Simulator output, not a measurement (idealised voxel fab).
Proc. module: voxel trench capacitor
The cross-section shown here is cut; it is 290 nm wide and divided into square cells measuring 5 nm on a side.
In what follows, cross-sections appear as grids of square cells, described through bands that run from the top down, where every band is one or more rows of cells.
First you get the band's top height and its bottom height, in nm, and then the materials it's made of, left to right, with each width in nm. If you see a single material with "throughout", that one covers the band edge to edge. "empty" is empty space.
It should be noted that heights are counted from 0, beneath which the wafer as supplied is of one material throughout, and that the lowest band possesses no lower boundary but continues downward, as written in "0 -> down".
When a width is written as two numbers, as in "30->40", the first number is the width in the top row of cells of the band and the second is the width in its bottom row, and the width changes by the same amount from each row to the next.
"nothing changed" -> step changed no cross-section cell.
This entry, "Trapped cavities", enumerates those empty regions of no fewer than 8 cells that possess no open connection to the top. Each region is reported in the form width x height at distance, the distance being taken from the left edge, with all three quantities expressed in nm.
Anything after a step's settings on that line? It's the simulator's own note about the step.
A step's line can hold "overlay nm"; with a mask on that step, the setting says how far right of the planned place the mask lay, while a negative setting says it lay to the left.

## Below is the list of planned process steps
1 RECEIVE: material Si
2 CONFORMAL_DEP: material SiN, thk nm 5
3 DIRECTIONAL_DEP: material aC, thk nm 10
4 PATTERN: tone open, mask id TRENCH, material resist, width nm 25, pitch nm 50, thk nm 25, overlay nm 0
5 DIRECTIONAL_ETCH: etch materials aC, depth nm 10
6 STRIP: etch materials resist
7 DIRECTIONAL_ETCH: etch materials SiN, depth nm 5
8 DIRECTIONAL_ETCH: etch materials Si, depth nm 30
9 STRIP: etch materials aC
10 CONFORMAL_DEP: material SiO2, thk nm 5
11 FILL_DEP: material polySi, thk nm 10
12 CMP: height nm 5

## This is the cross-section of the wafer as we received it, i.e. after step 1
0 -> down: Si throughout
Trapped cavities: none

## First of two wafers: cross-section at end of module, run per plan
5 -> 0: SiN: 55, then SiO2: 5, then polySi: 15, then SiO2: 5, then SiN: 25, then SiO2: 5, then polySi: 15, then SiO2: 5, then SiN: 25, then SiO2: 5, then polySi: 15, then SiO2: 5, then SiN: 25, then SiO2: 5, then polySi: 15, then SiO2: 5, then SiN: 60
0 -> -25: Si: 55, then SiO2: 5, then polySi: 15, then SiO2: 5, then Si: 25, then SiO2: 5, then polySi: 15, then SiO2: 5, then Si: 25, then SiO2: 5, then polySi: 15, then SiO2: 5, then Si: 25, then SiO2: 5, then polySi: 15, then SiO2: 5, then Si: 60
-25 -> -30: Si: 55, then SiO2: 25, then Si: 25, then SiO2: 25, then Si: 25, then SiO2: 25, then Si: 25, then SiO2: 25, then Si: 60
-30 -> down: Si throughout
Trapped cavities: none

## Cross-sectional view of the second of two wafers upon completion of the module. This wafer shared its starting condition and process plan with the first; one error was made during its execution
5 -> 0: SiN: 55, then SiO2: 5, then polySi: 15, then SiO2: 5, then SiN: 25, then SiO2: 5, then polySi: 15, then SiO2: 5, then SiN: 25, then SiO2: 5, then polySi: 15, then SiO2: 5, then SiN: 25, then SiO2: 5, then polySi: 15, then SiO2: 5, then SiN: 60
0 -> -35: Si: 55, then SiO2: 5, then polySi: 15, then SiO2: 5, then Si: 25, then SiO2: 5, then polySi: 15, then SiO2: 5, then Si: 25, then SiO2: 5, then polySi: 15, then SiO2: 5, then Si: 25, then SiO2: 5, then polySi: 15, then SiO2: 5, then Si: 60
-35 -> -40: Si: 55, then SiO2: 25, then Si: 25, then SiO2: 25, then Si: 25, then SiO2: 25, then Si: 25, then SiO2: 25, then Si: 60
-40 -> down: Si throughout
Trapped cavities: none
The plan and the run diverged here: step 8 ran as: DIRECTIONAL_ETCH: etch materials Si, depth nm 40
Final difference in cells, second wafer against first, listed per material as more or fewer: Si -40 | SiO2 +16 | polySi +24
